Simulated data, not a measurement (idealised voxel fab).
Herein follows the process module entitled voxel tone inversion.
Square cells of 5 nm make up the cross-section cut, whose width is 280 nm.
Think of the cross-section as a grid of square cells. We describe it in bands, top to bottom, and each band covers one or more rows of those cells.
What a band's entry tells you: where the top is and where the bottom is, as heights in nm, and after that what lies inside, material by material from left to right, each with its width in nm. Empty space is written as the word "blank", and a single material marked with the word "edge to edge" occupies the band from edge to edge.
Beneath 0, the wafer as received is one material, and that level is where height counting begins. The lowest band goes on downward without a bottom; it is written like "from 0 down".
Read "30..40" as a graded width: first number on top, second number at the bottom, same change between each pair of neighbouring rows.
Where the words "no modifications" appear for a step, the cross-section shows no cell changed by that step; every cell remained as before.
Entry "Enclosed internal voids" = empty spaces >= 8 cells with no open way to the top; each as width x height at distance, distance from left edge, all nm.
Step line, after settings: the simulator's comment on this step.
"overlay nm" on a masked step: distance the mask lay right of its planned place, negative for left.
STEPS IN THE PROCESS PLAN
1,RECEIVE, material Si
2,CONFORMAL_DEP, material SiN, thk nm 10
3,DIRECTIONAL_DEP, material aC, thk nm 20
4,PATTERN, tone cover, mask id POSTS, material resist, width nm 20, pitch nm 40, thk nm 30, overlay nm 0
5,DIRECTIONAL_ETCH, etch materials aC, depth nm 20
6,STRIP, etch materials resist
7,FILL_DEP, material lowk, thk nm 5
8,CMP, height nm 30
9,STRIP, etch materials aC
10,CONFORMAL_DEP, material TiN, thk nm 5
11,FILL_DEP, material Ru, thk nm 5
12,CMP, height nm 30
13,CONFORMAL_DEP, material SiCN, thk nm 5
CONCERNING THE FIRST OF TWO WAFERS, WHICH WAS RUN IN ACCORDANCE WITH THE PLAN
WAFER AS RECEIVED: CROSS-SECTION FOLLOWING STEP 1
> from 0 down | Si edge to edge
> Enclosed internal voids: none
PRESENTED HERE IS A CROSS-SECTION OF THE WAFER AFTER STEP 2 HAS BEEN PERFORMED
> from 10 to 0 | SiN edge to edge
> Whatever lies below 0 is exactly as it was before.
PRESENTED HERE IS A CROSS-SECTION OF THE WAFER AFTER STEP 3 HAS BEEN PERFORMED
> from 30 to 10 | aC edge to edge
> Whatever lies below 10 is exactly as it was before.
PRESENTED HERE IS A CROSS-SECTION OF THE WAFER AFTER STEP 4 HAS BEEN PERFORMED
> from 60 to 30 | 90 of blank / 20 of resist / 20 of blank / 20 of resist / 20 of blank / 20 of resist / 90 of blank
> Whatever lies below 30 is exactly as it was before.
PRESENTED HERE IS A CROSS-SECTION OF THE WAFER AFTER STEP 5 HAS BEEN PERFORMED
> from 40 to 30 | 90 of blank / 20 of resist / 20 of blank / 20 of resist / 20 of blank / 20 of resist / 90 of blank
> from 30 to 10 | 90 of blank / 20 of aC / 20 of blank / 20 of aC / 20 of blank / 20 of aC / 90 of blank
> Whatever lies below 10 is exactly as it was before.
PRESENTED HERE IS A CROSS-SECTION OF THE WAFER AFTER STEP 6 HAS BEEN PERFORMED
> from 30 to 10 | 90 of blank / 20 of aC / 20 of blank / 20 of aC / 20 of blank / 20 of aC / 90 of blank
> Whatever lies below 10 is exactly as it was before.
PRESENTED HERE IS A CROSS-SECTION OF THE WAFER AFTER STEP 7 HAS BEEN PERFORMED
> from 35 to 30 | lowk edge to edge
> from 30 to 10 | 90 of lowk / 20 of aC / 20 of lowk / 20 of aC / 20 of lowk / 20 of aC / 90 of lowk
> Whatever lies below 10 is exactly as it was before.
PRESENTED HERE IS A CROSS-SECTION OF THE WAFER AFTER STEP 8 HAS BEEN PERFORMED
> from 30 to 10 | 90 of lowk / 20 of aC / 20 of lowk / 20 of aC / 20 of lowk / 20 of aC / 90 of lowk
> Whatever lies below 10 is exactly as it was before.
PRESENTED HERE IS A CROSS-SECTION OF THE WAFER AFTER STEP 9 HAS BEEN PERFORMED
> from 30 to 10 | 90 of lowk / 20 of blank / 20 of lowk / 20 of blank / 20 of lowk / 20 of blank / 90 of lowk
> Whatever lies below 10 is exactly as it was before.
PRESENTED HERE IS A CROSS-SECTION OF THE WAFER AFTER STEP 10 HAS BEEN PERFORMED
> from 35 to 30 | 95 of TiN / 10 of blank / 30 of TiN / 10 of blank / 30 of TiN / 10 of blank / 95 of TiN
> from 30 to 15 | 90 of lowk / 5 of TiN / 10 of blank / 5 of TiN / 20 of lowk / 5 of TiN / 10 of blank / 5 of TiN / 20 of lowk / 5 of TiN / 10 of blank / 5 of TiN / 90 of lowk
> from 15 to 10 | 90 of lowk / 20 of TiN / 20 of lowk / 20 of TiN / 20 of lowk / 20 of TiN / 90 of lowk
> Whatever lies below 10 is exactly as it was before.
PRESENTED HERE IS A CROSS-SECTION OF THE WAFER AFTER STEP 11 HAS BEEN PERFORMED
> from 40 to 35 | Ru edge to edge
> from 35 to 30 | 95 of TiN / 10 of Ru / 30 of TiN / 10 of Ru / 30 of TiN / 10 of Ru / 95 of TiN
> from 30 to 15 | 90 of lowk / 5 of TiN / 10 of Ru / 5 of TiN / 20 of lowk / 5 of TiN / 10 of Ru / 5 of TiN / 20 of lowk / 5 of TiN / 10 of Ru / 5 of TiN / 90 of lowk
> Whatever lies below 15 is exactly as it was before.
PRESENTED HERE IS A CROSS-SECTION OF THE WAFER AFTER STEP 12 HAS BEEN PERFORMED
> from 30 to 15 | 90 of lowk / 5 of TiN / 10 of Ru / 5 of TiN / 20 of lowk / 5 of TiN / 10 of Ru / 5 of TiN / 20 of lowk / 5 of TiN / 10 of Ru / 5 of TiN / 90 of lowk
> Whatever lies below 15 is exactly as it was before.
PRESENTED HERE IS A CROSS-SECTION OF THE WAFER AFTER STEP 13 HAS BEEN PERFORMED
> from 35 to 30 | SiCN edge to edge
> Whatever lies below 30 is exactly as it was before.
THE SECOND WAFER WAS PREPARED FROM THE SAME STARTING POINT AND UNDER THE SAME PLAN AS THE FIRST; ITS PROCESSING CONTAINED ONE MISTAKE, AND IT REMAINS INDISTINGUISHABLE FROM THE FIRST WAFER UP TO AND INCLUDING STEP 2
AT THE PLANNED END OF STEP 3, THE SECOND WAFER IN CROSS-SECTION
> from 25 to 10 | aC edge to edge
> Whatever lies below 10 is exactly as it was before.
AT THE PLANNED END OF STEP 4, THE SECOND WAFER IN CROSS-SECTION
> from 55 to 25 | 90 of blank / 20 of resist / 20 of blank / 20 of resist / 20 of blank / 20 of resist / 90 of blank
> Whatever lies below 25 is exactly as it was before.
AT THE PLANNED END OF STEP 5, THE SECOND WAFER IN CROSS-SECTION
> from 35 to 25 | 90 of blank / 20 of resist / 20 of blank / 20 of resist / 20 of blank / 20 of resist / 90 of blank
> from 25 to 10 | 90 of blank / 20 of aC / 20 of blank / 20 of aC / 20 of blank / 20 of aC / 90 of blank
> Whatever lies below 10 is exactly as it was before.
AT THE PLANNED END OF STEP 6, THE SECOND WAFER IN CROSS-SECTION
> from 25 to 10 | 90 of blank / 20 of aC / 20 of blank / 20 of aC / 20 of blank / 20 of aC / 90 of blank
> Whatever lies below 10 is exactly as it was before.
AT THE PLANNED END OF STEP 7, THE SECOND WAFER IN CROSS-SECTION
> from 30 to 25 | lowk edge to edge
> from 25 to 10 | 90 of lowk / 20 of aC / 20 of lowk / 20 of aC / 20 of lowk / 20 of aC / 90 of lowk
> Whatever lies below 10 is exactly as it was before.
At the planned end of step 8, the second wafer in cross-section: no modifications
At the planned end of step 9, the second wafer in cross-section: no modifications
AT THE PLANNED END OF STEP 10, THE SECOND WAFER IN CROSS-SECTION
> from 35 to 30 | TiN edge to edge
> Whatever lies below 30 is exactly as it was before.
AT THE PLANNED END OF STEP 11, THE SECOND WAFER IN CROSS-SECTION
> from 40 to 35 | Ru edge to edge
> Whatever lies below 35 is exactly as it was before.
AT THE PLANNED END OF STEP 12, THE SECOND WAFER IN CROSS-SECTION
> from 30 to 25 | lowk edge to edge
> Whatever lies below 25 is exactly as it was before.
AT THE PLANNED END OF STEP 13, THE SECOND WAFER IN CROSS-SECTION
> from 35 to 30 | SiCN edge to edge
> Whatever lies below 30 is exactly as it was before.
Where did the run depart from the plan? the process deviated at step 3: the operation and settings actually run there were DIRECTIONAL_DEP, material aC, thk nm 15
Per the end-of-run cell counts, the second wafer holds more or fewer of some materials than the first: Ru: 18 fewer; TiN: 30 fewer; aC: 36 more; lowk: 12 more
